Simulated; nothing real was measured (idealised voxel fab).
Proc. module: voxel ribs on slabs
Each square cell in cross-section cut measures 5 nm, and the section as a whole is 175 nm wide.
Cross-sections here: square-cell grids, written as top-down lists of bands, a band being one or more rows of cells.
Top height, bottom height, nm. Materials left to right, width each, nm. Single material + "full width" = fills band edge to edge. "empty" = empty.
Measure heights from 0. That's the level where, below it, the as-received wafer is all one material. The lowest band is bottomless and extends downward; write it as in "0 and below".
It should be noted that a width expressed as "30 to 40" varies in equal increments from row to row of cells within the band, taking the value of the first number at the top row and that of the second number at the bottom row.
The cross-section has no changed cell in any step marked "nothing got changed".
Listed in "Entrapped void list": every empty space of 8 or more cells without an open way to the top. Form: width x height at distance, the distance being from the left edge, all in nm.
The remark found on a step's line after its settings is issued by the simulator itself and pertains to that step.
"overlay nm" answers the question of how far to the right of plan the mask lay on a step that has a mask, and when it is negative the answer is to the left.
Process steps - plan:
step 1: RECEIVE | material Si
step 2: DIRECTIONAL_DEP | material SiO2 | thk nm 30
step 3: DIRECTIONAL_DEP | material SiN | thk nm 20
step 4: PATTERN | tone cover | mask id RIB | material resist | width nm 25 | thk nm 20 | overlay nm 0
step 5: DIRECTIONAL_ETCH | etch materials SiN | depth nm 10
step 6: STRIP | etch materials resist
step 7: PATTERN | tone cover | mask id SLAB | material resist | width nm 65 | thk nm 15 | overlay nm 0
step 8: DIRECTIONAL_ETCH | etch materials SiN | depth nm 10
step 9: STRIP | etch materials resist
step 10: FILL_DEP | material SiO2 | thk nm 20
step 11: CMP | height nm 65
step 12: DIRECTIONAL_DEP | material W | thk nm 10
step 13: MASKED_ETCH | tone cover | mask id HEATER | width nm 35 | etch materials W | depth nm 10 | overlay nm 0
step 14: CONFORMAL_DEP | material SiN | thk nm 5
Wafer cross-section on receipt, i.e. after step 1:
0 and below  Si full width
Entrapped void list: none
Cross-section, first of two wafers, end of module, run as planned:
80 down to 75  65 of empty  45 of SiN  65 of empty
75 down to 70  65 of empty  5 of SiN  35 of W  5 of SiN  65 of empty
70 down to 65  70 of SiN  35 of W  70 of SiN
65 down to 50  SiO2 full width
50 down to 40  75 of SiO2  25 of SiN  75 of SiO2
40 down to 30  55 of SiO2  65 of SiN  55 of SiO2
30 down to 0  SiO2 full width
0 and below  Si full width
Entrapped void list: none
Same start, same plan as the first wafer - but one mistake in the run. Cross-section of the second of the two at the end of the module:
80 down to 75  65 of empty  45 of SiN  65 of empty
75 down to 70  65 of empty  5 of SiN  35 of W  5 of SiN  65 of empty
70 down to 65  70 of SiN  35 of W  70 of SiN
65 down to 50  SiO2 full width
50 down to 40  75 of SiO2  25 of SiN  75 of SiO2
40 down to 30  55 of SiO2  70 of SiN  50 of SiO2
30 down to 0  SiO2 full width
0 and below  Si full width
Entrapped void list: none
Short version of what went wrong: in deviation from the planned setting, step 7 was conducted as PATTERN | tone cover | mask id SLAB | material resist | width nm 70 | thk nm 15 | overlay nm 0
Per the end-of-run cell counts, the second wafer holds more or fewer of some materials than the first: +2 SiN; -2 SiO2
